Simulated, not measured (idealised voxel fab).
The process module presented herein is designated voxel self aligned contacts.
The cross-section on display is named cut; it measures 245 nm wide, and its cells are 5 nm squares.
Heads up, the way a cross-section reads in here is a grid of square cells, handed over as bands from the top down, with every band being one or more rows of cells.
In this notation a band is specified by the heights of its top and bottom, in that order and in nm, after which its materials appear from left to right, each paired with its width in nm. The word "edge to edge" attached to a single material means that material fills the band from edge to edge; the word "air" stands for empty space.
Convention: height 0 is the level below which the wafer, as received, is all one material. The lowest band does not terminate at the bottom but continues downward, represented as "0..down".
Think of "30->40" as a width that walks from the first number to the second as you go down the band, top row to bottom row, taking equal-sized steps from row to row.
The cross-section has no changed cell in any step marked "no modifications".
"Entrapped void list" means: voids of 8 cells or more that are shut off from the top with no open way through. Written width x height at distance, distance from the left edge, in nm.
If you see something after the settings on a step's line, that's the simulator's own remark about that step.
Each step line may optionally specify "overlay nm", which for a step with a mask gives the rightward distance between the mask's planned place and where it lay, a negative value indicating the leftward direction.
# Here's what the planned process steps look like
1. RECEIVE, material Si
2. CONFORMAL_DEP, material SiO2, thk nm 5
3. DIRECTIONAL_DEP, material polySi, thk nm 20
4. DIRECTIONAL_DEP, material SiN, thk nm 25
5. DIRECTIONAL_DEP, material aC, thk nm 10
6. PATTERN, tone cover, mask id GATE, material resist, width nm 25, pitch nm 70, thk nm 30, overlay nm 0
7. DIRECTIONAL_ETCH, etch materials aC, depth nm 10
8. STRIP, etch materials resist
9. DIRECTIONAL_ETCH, etch materials SiN, depth nm 25
10. DIRECTIONAL_ETCH, etch materials polySi, depth nm 20
11. STRIP, etch materials aC
12. CONFORMAL_DEP, material SiN, thk nm 10
13. DIRECTIONAL_ETCH, etch materials SiN, depth nm 10
14. FILL_DEP, material SiO2, thk nm 10
15. CMP, height nm 55
16. MASKED_ETCH, tone open, mask id CONTACT, width nm 55, pitch nm 70, etch materials SiO2, depth nm 55, overlay nm 0
17. CONFORMAL_DEP, material TiN, thk nm 5
18. FILL_DEP, material W, thk nm 5
19. CMP, height nm 55
20. CONFORMAL_DEP, material SiCN, thk nm 5
# First out of two wafers; run went to plan
# This is the cross-section of the wafer as we received it, i.e. after step 1
	0..down | Si edge to edge
	Entrapped void list: none
# Sectional view: wafer, after step 2
	5..0 | SiO2 edge to edge
	No changes below 0.
# Sectional view: wafer, after step 3
	25..5 | polySi edge to edge
	No changes below 5.
# Sectional view: wafer, after step 4
	50..25 | SiN edge to edge
	No changes below 25.
# Sectional view: wafer, after step 5
	60..50 | aC edge to edge
	No changes below 50.
# Sectional view: wafer, after step 6
	90..60 | air 40 | resist 25 | air 45 | resist 25 | air 45 | resist 25 | air 40
	No changes below 60.
# Sectional view: wafer, after step 7
	80..60 | air 40 | resist 25 | air 45 | resist 25 | air 45 | resist 25 | air 40
	60..50 | air 40 | aC 25 | air 45 | aC 25 | air 45 | aC 25 | air 40
	No changes below 50.
# Sectional view: wafer, after step 8
	60..50 | air 40 | aC 25 | air 45 | aC 25 | air 45 | aC 25 | air 40
	No changes below 50.
# Sectional view: wafer, after step 9
	60..50 | air 40 | aC 25 | air 45 | aC 25 | air 45 | aC 25 | air 40
	50..25 | air 40 | SiN 25 | air 45 | SiN 25 | air 45 | SiN 25 | air 40
	No changes below 25.
# Sectional view: wafer, after step 10
	60..50 | air 40 | aC 25 | air 45 | aC 25 | air 45 | aC 25 | air 40
	50..25 | air 40 | SiN 25 | air 45 | SiN 25 | air 45 | SiN 25 | air 40
	25..5 | air 40 | polySi 25 | air 45 | polySi 25 | air 45 | polySi 25 | air 40
	No changes below 5.
# Sectional view: wafer, after step 11
	50..25 | air 40 | SiN 25 | air 45 | SiN 25 | air 45 | SiN 25 | air 40
	No changes below 25.
# Sectional view: wafer, after step 12
	60..25 | air 30 | SiN 45 | air 25 | SiN 45 | air 25 | SiN 45 | air 30
	25..15 | air 30 | SiN 10 | polySi 25 | SiN 10 | air 25 | SiN 10 | polySi 25 | SiN 10 | air 25 | SiN 10 | polySi 25 | SiN 10 | air 30
	15..5 | SiN 40 | polySi 25 | SiN 45 | polySi 25 | SiN 45 | polySi 25 | SiN 40
	No changes below 5.
# Sectional view: wafer, after step 13
	50..25 | air 30 | SiN 45 | air 25 | SiN 45 | air 25 | SiN 45 | air 30
	25..5 | air 30 | SiN 10 | polySi 25 | SiN 10 | air 25 | SiN 10 | polySi 25 | SiN 10 | air 25 | SiN 10 | polySi 25 | SiN 10 | air 30
	No changes below 5.
# Sectional view: wafer, after step 14
	60..50 | SiO2 edge to edge
	50..25 | SiO2 30 | SiN 45 | SiO2 25 | SiN 45 | SiO2 25 | SiN 45 | SiO2 30
	25..5 | SiO2 30 | SiN 10 | polySi 25 | SiN 10 | SiO2 25 | SiN 10 | polySi 25 | SiN 10 | SiO2 25 | SiN 10 | polySi 25 | SiN 10 | SiO2 30
	No changes below 5.
# Sectional view: wafer, after step 15
	55..50 | SiO2 edge to edge
	No changes below 50.
# Sectional view: wafer, after step 16
	55..50 | SiO2 60 | air 55 | SiO2 15 | air 55 | SiO2 60
	50..25 | SiO2 30 | SiN 45 | air 25 | SiN 45 | air 25 | SiN 45 | SiO2 30
	25..5 | SiO2 30 | SiN 10 | polySi 25 | SiN 10 | air 25 | SiN 10 | polySi 25 | SiN 10 | air 25 | SiN 10 | polySi 25 | SiN 10 | SiO2 30
	5..0 | SiO2 75 | air 25 | SiO2 45 | air 25 | SiO2 75
	No changes below 0.
# Sectional view: wafer, after step 17
	60..55 | TiN 65 | air 45 | TiN 25 | air 45 | TiN 65
	55..50 | SiO2 60 | TiN 20 | air 15 | TiN 20 | SiO2 15 | TiN 20 | air 15 | TiN 20 | SiO2 60
	50..25 | SiO2 30 | SiN 45 | TiN 5 | air 15 | TiN 5 | SiN 45 | TiN 5 | air 15 | TiN 5 | SiN 45 | SiO2 30
	25..5 | SiO2 30 | SiN 10 | polySi 25 | SiN 10 | TiN 5 | air 15 | TiN 5 | SiN 10 | polySi 25 | SiN 10 | TiN 5 | air 15 | TiN 5 | SiN 10 | polySi 25 | SiN 10 | SiO2 30
	5..0 | SiO2 75 | TiN 25 | SiO2 45 | TiN 25 | SiO2 75
	No changes below 0.
# Sectional view: wafer, after step 18
	65..60 | W edge to edge
	60..55 | TiN 65 | W 45 | TiN 25 | W 45 | TiN 65
	55..50 | SiO2 60 | TiN 20 | W 15 | TiN 20 | SiO2 15 | TiN 20 | W 15 | TiN 20 | SiO2 60
	50..25 | SiO2 30 | SiN 45 | TiN 5 | W 15 | TiN 5 | SiN 45 | TiN 5 | W 15 | TiN 5 | SiN 45 | SiO2 30
	25..5 | SiO2 30 | SiN 10 | polySi 25 | SiN 10 | TiN 5 | W 15 | TiN 5 | SiN 10 | polySi 25 | SiN 10 | TiN 5 | W 15 | TiN 5 | SiN 10 | polySi 25 | SiN 10 | SiO2 30
	No changes below 5.
# Sectional view: wafer, after step 19
	55..50 | SiO2 60 | TiN 20 | W 15 | TiN 20 | SiO2 15 | TiN 20 | W 15 | TiN 20 | SiO2 60
	No changes below 50.
# Sectional view: wafer, after step 20
	60..55 | SiCN edge to edge
	No changes below 55.
# The second wafer: identical to the first at the outset and in its planned sequence, differing only in that one mistake was made during processing; up to and including step 2, its path is the first wafer's path
# At the planned end of step 3, the second wafer in cross-section
	30..5 | SiN edge to edge
	No changes below 5.
# At the planned end of step 4, the second wafer in cross-section
	50..30 | polySi edge to edge
	No changes below 30.
# At the planned end of step 5, the second wafer in cross-section
	60..50 | aC edge to edge
	No changes below 50.
# At the planned end of step 6, the second wafer in cross-section
	90..60 | air 40 | resist 25 | air 45 | resist 25 | air 45 | resist 25 | air 40
	No changes below 60.
# At the planned end of step 7, the second wafer in cross-section
	80..60 | air 40 | resist 25 | air 45 | resist 25 | air 45 | resist 25 | air 40
	60..50 | air 40 | aC 25 | air 45 | aC 25 | air 45 | aC 25 | air 40
	No changes below 50.
# At the planned end of step 8, the second wafer in cross-section
	60..50 | air 40 | aC 25 | air 45 | aC 25 | air 45 | aC 25 | air 40
	No changes below 50.
At the planned end of step 9, the second wafer in cross-section: no modifications
# At the planned end of step 10, the second wafer in cross-section
	60..50 | air 40 | aC 25 | air 45 | aC 25 | air 45 | aC 25 | air 40
	50..30 | air 40 | polySi 25 | air 45 | polySi 25 | air 45 | polySi 25 | air 40
	No changes below 30.
# At the planned end of step 11, the second wafer in cross-section
	50..30 | air 40 | polySi 25 | air 45 | polySi 25 | air 45 | polySi 25 | air 40
	No changes below 30.
# At the planned end of step 12, the second wafer in cross-section
	60..50 | air 30 | SiN 45 | air 25 | SiN 45 | air 25 | SiN 45 | air 30
	50..40 | air 30 | SiN 10 | polySi 25 | SiN 10 | air 25 | SiN 10 | polySi 25 | SiN 10 | air 25 | SiN 10 | polySi 25 | SiN 10 | air 30
	40..30 | SiN 40 | polySi 25 | SiN 45 | polySi 25 | SiN 45 | polySi 25 | SiN 40
	No changes below 30.
# At the planned end of step 13, the second wafer in cross-section
	50..30 | air 30 | SiN 10 | polySi 25 | SiN 10 | air 25 | SiN 10 | polySi 25 | SiN 10 | air 25 | SiN 10 | polySi 25 | SiN 10 | air 30
	No changes below 30.
# At the planned end of step 14, the second wafer in cross-section
	60..50 | SiO2 edge to edge
	50..30 | SiO2 30 | SiN 10 | polySi 25 | SiN 10 | SiO2 25 | SiN 10 | polySi 25 | SiN 10 | SiO2 25 | SiN 10 | polySi 25 | SiN 10 | SiO2 30
	No changes below 30.
# At the planned end of step 15, the second wafer in cross-section
	55..50 | SiO2 edge to edge
	No changes below 50.
# At the planned end of step 16, the second wafer in cross-section
	55..50 | SiO2 60 | air 55 | SiO2 15 | air 55 | SiO2 60
	50..30 | SiO2 30 | SiN 10 | polySi 25 | SiN 10 | air 25 | SiN 10 | polySi 25 | SiN 10 | air 25 | SiN 10 | polySi 25 | SiN 10 | SiO2 30
	No changes below 30.
# At the planned end of step 17, the second wafer in cross-section
	60..55 | TiN 65 | air 45 | TiN 25 | air 45 | TiN 65
	55..50 | SiO2 60 | TiN 20 | air 15 | TiN 20 | SiO2 15 | TiN 20 | air 15 | TiN 20 | SiO2 60
	50..35 | SiO2 30 | SiN 10 | polySi 25 | SiN 10 | TiN 5 | air 15 | TiN 5 | SiN 10 | polySi 25 | SiN 10 | TiN 5 | air 15 | TiN 5 | SiN 10 | polySi 25 | SiN 10 | SiO2 30
	35..30 | SiO2 30 | SiN 10 | polySi 25 | SiN 10 | TiN 25 | SiN 10 | polySi 25 | SiN 10 | TiN 25 | SiN 10 | polySi 25 | SiN 10 | SiO2 30
	No changes below 30.
# At the planned end of step 18, the second wafer in cross-section
	65..60 | W edge to edge
	60..55 | TiN 65 | W 45 | TiN 25 | W 45 | TiN 65
	55..50 | SiO2 60 | TiN 20 | W 15 | TiN 20 | SiO2 15 | TiN 20 | W 15 | TiN 20 | SiO2 60
	50..35 | SiO2 30 | SiN 10 | polySi 25 | SiN 10 | TiN 5 | W 15 | TiN 5 | SiN 10 | polySi 25 | SiN 10 | TiN 5 | W 15 | TiN 5 | SiN 10 | polySi 25 | SiN 10 | SiO2 30
	No changes below 35.
# At the planned end of step 19, the second wafer in cross-section
	55..50 | SiO2 60 | TiN 20 | W 15 | TiN 20 | SiO2 15 | TiN 20 | W 15 | TiN 20 | SiO2 60
	No changes below 50.
# At the planned end of step 20, the second wafer in cross-section
	60..55 | SiCN edge to edge
	No changes below 55.
What was done differently from what was planned? the processing plan was not followed for steps 3 and 4, which were run with their positions exchanged
It is noted that, at the conclusion of processing, the second wafer exhibits a higher or lower cell count for certain materials relative to the first: 110 more of SiN; 50 fewer of SiO2; 24 fewer of TiN; 36 fewer of W
